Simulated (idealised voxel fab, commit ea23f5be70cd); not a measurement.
Presented below is a process module, voxel wiring stack.
The cross-section on display is named cut; it measures 195 nm wide, and its cells are 5 nm squares.
Heads up, the way a cross-section reads in here is a grid of square cells, handed over as bands from the top down, with every band being one or more rows of cells. First you get the band's top height and its bottom height, in nm, and then the materials it's made of, left to right, with each width in nm. If you see a single material with "all across", that one covers the band edge to edge. "air" is empty space. All heights in this document are referenced to 0, defined as the level beneath which the wafer, as received, consists entirely of one material. The lowest band is not bounded below; it extends indefinitely downward and is written in the form "from 0 down". So if you see something like "30 to 40" for the width, read it as the top row of the band sitting at the first number and the bottom row at the second, with every row in between moving by the same amount as the last. Where the words "no modification" appear for a step, the cross-section shows no cell changed by that step; every cell remained as before. Each empty space that has no open way to the top and spans at least 8 cells appears under "Closed internal cavities" as width x height at distance, the distance counted from the left edge, all in nm. Text after the settings on a step's line: the simulator's own remark on that step. "overlay nm" denotes, for a step that has a mask, the displacement of the mask to the right of its planned place, with negative values corresponding to the left.
Steps in the process plan
1. RECEIVE,material Si
2. CONFORMAL_DEP,material SiO2,thk nm 10
3. DIRECTIONAL_DEP,material TiN,thk nm 5
4. DIRECTIONAL_DEP,material W,thk nm 20
5. MASKED_ETCH,tone cover,mask id METAL_1,width nm 25,pitch nm 40,etch materials W,depth nm 20,overlay nm 0
6. MASKED_ETCH,tone cover,mask id METAL_1,width nm 25,pitch nm 40,etch materials TiN,depth nm 5,overlay nm 0
7. CONFORMAL_DEP,material SiN,thk nm 5
8. FILL_DEP,material lowk,thk nm 5
9. CMP,height nm 35
10. CONFORMAL_DEP,material SiCN,thk nm 5
11. DIRECTIONAL_DEP,material lowk,thk nm 15
12. MASKED_ETCH,tone open,mask id PLUG_1,width nm 15,pitch nm 40,etch materials lowk,depth nm 15,overlay nm 0
13. MASKED_ETCH,tone open,mask id PLUG_1,width nm 15,pitch nm 40,etch materials SiCN,depth nm 5,overlay nm 0
14. EPI,material Ru,thk nm 10
15. EPI,material Ru,thk nm 10
16. CONFORMAL_DEP,material SiCN,thk nm 5
17. DIRECTIONAL_DEP,material SiO2,thk nm 20
18. PATTERN,tone open,mask id METAL_2,material resist,width nm 25,pitch nm 40,thk nm 20,overlay nm 0
19. DIRECTIONAL_ETCH,etch materials SiO2,depth nm 20
20. DIRECTIONAL_ETCH,etch materials SiCN,depth nm 5
21. STRIP,etch materials resist
22. CONFORMAL_DEP,material TiN,thk nm 5
23. FILL_DEP,material Ru,thk nm 5
24. CMP,height nm 80
25. CONFORMAL_DEP,material SiCN,thk nm 5
The value of width nm given for step 12 in the plan refers to the first wafer; the wafers vary in this setting and are alike at the start.
As-received state after step 1, first of several wafers, cross-section
from 0 down | Si all across
Closed internal cavities: none
Take a look at the first of several wafers in cross-section: the module is done, and step 25 was its last step
from 85 to 80 | SiCN all across
from 80 to 60 | SiO2 25 nm; TiN 5 nm; Ru 15 nm; TiN 5 nm; SiO2 15 nm; TiN 5 nm; Ru 15 nm; TiN 5 nm; SiO2 15 nm; TiN 5 nm; Ru 15 nm; TiN 5 nm; SiO2 15 nm; TiN 5 nm; Ru 15 nm; TiN 5 nm; SiO2 25 nm
from 60 to 55 | SiCN 25 nm; TiN 25 nm; SiCN 15 nm; TiN 25 nm; SiCN 15 nm; TiN 25 nm; SiCN 15 nm; TiN 25 nm; SiCN 25 nm
from 55 to 40 | lowk 25 nm; Ru 15 nm; lowk 25 nm; Ru 15 nm; lowk 25 nm; Ru 15 nm; lowk 25 nm; Ru 15 nm; lowk 35 nm
from 40 to 35 | SiCN 25 nm; Ru 15 nm; SiCN 25 nm; Ru 15 nm; SiCN 25 nm; Ru 15 nm; SiCN 25 nm; Ru 15 nm; SiCN 35 nm
from 35 to 15 | lowk 20 nm; SiN 5 nm; W 25 nm; SiN 5 nm; lowk 5 nm; SiN 5 nm; W 25 nm; SiN 5 nm; lowk 5 nm; SiN 5 nm; W 25 nm; SiN 5 nm; lowk 5 nm; SiN 5 nm; W 25 nm; SiN 5 nm; lowk 20 nm
from 15 to 10 | SiN 25 nm; TiN 25 nm; SiN 15 nm; TiN 25 nm; SiN 15 nm; TiN 25 nm; SiN 15 nm; TiN 25 nm; SiN 25 nm
from 10 to 0 | SiO2 all across
from 0 down | Si all across
Closed internal cavities: none
End of module, last wafer sectioned
from 85 to 80 | SiCN all across
from 80 to 60 | SiO2 25 nm; TiN 5 nm; Ru 15 nm; TiN 5 nm; SiO2 15 nm; TiN 5 nm; Ru 15 nm; TiN 5 nm; SiO2 15 nm; TiN 5 nm; Ru 15 nm; TiN 5 nm; SiO2 15 nm; TiN 5 nm; Ru 15 nm; TiN 5 nm; SiO2 25 nm
from 60 to 55 | SiCN 25 nm; TiN 25 nm; SiCN 15 nm; TiN 25 nm; SiCN 15 nm; TiN 25 nm; SiCN 15 nm; TiN 25 nm; SiCN 25 nm
from 55 to 40 | lowk 20 nm; Ru 25 nm; lowk 15 nm; Ru 25 nm; lowk 15 nm; Ru 25 nm; lowk 15 nm; Ru 25 nm; lowk 30 nm
from 40 to 35 | SiCN 25 nm; Ru 15 nm; SiCN 25 nm; Ru 15 nm; SiCN 25 nm; Ru 15 nm; SiCN 25 nm; Ru 15 nm; SiCN 35 nm
from 35 to 15 | lowk 20 nm; SiN 5 nm; W 25 nm; SiN 5 nm; lowk 5 nm; SiN 5 nm; W 25 nm; SiN 5 nm; lowk 5 nm; SiN 5 nm; W 25 nm; SiN 5 nm; lowk 5 nm; SiN 5 nm; W 25 nm; SiN 5 nm; lowk 20 nm
from 15 to 10 | SiN 25 nm; TiN 25 nm; SiN 15 nm; TiN 25 nm; SiN 15 nm; TiN 25 nm; SiN 15 nm; TiN 25 nm; SiN 25 nm
from 10 to 0 | SiO2 all across
from 0 down | Si all across
Closed internal cavities: none
Each row below is a wafer at the end of the module, listing for every material the number of cells it has gained (+) or lost (-) since it was received, followed by its closed voids
width nm 15 | +96 Ru | +85 SiCN | +51 SiN | +154 SiO2 | +72 TiN | +80 W | +125 lowk | Closed internal cavities: none
width nm 20 | +108 Ru | +85 SiCN | +51 SiN | +154 SiO2 | +72 TiN | +80 W | +113 lowk | Closed internal cavities: none
width nm 25 | +120 Ru | +85 SiCN | +51 SiN | +154 SiO2 | +72 TiN | +80 W | +101 lowk | Closed internal cavities: none
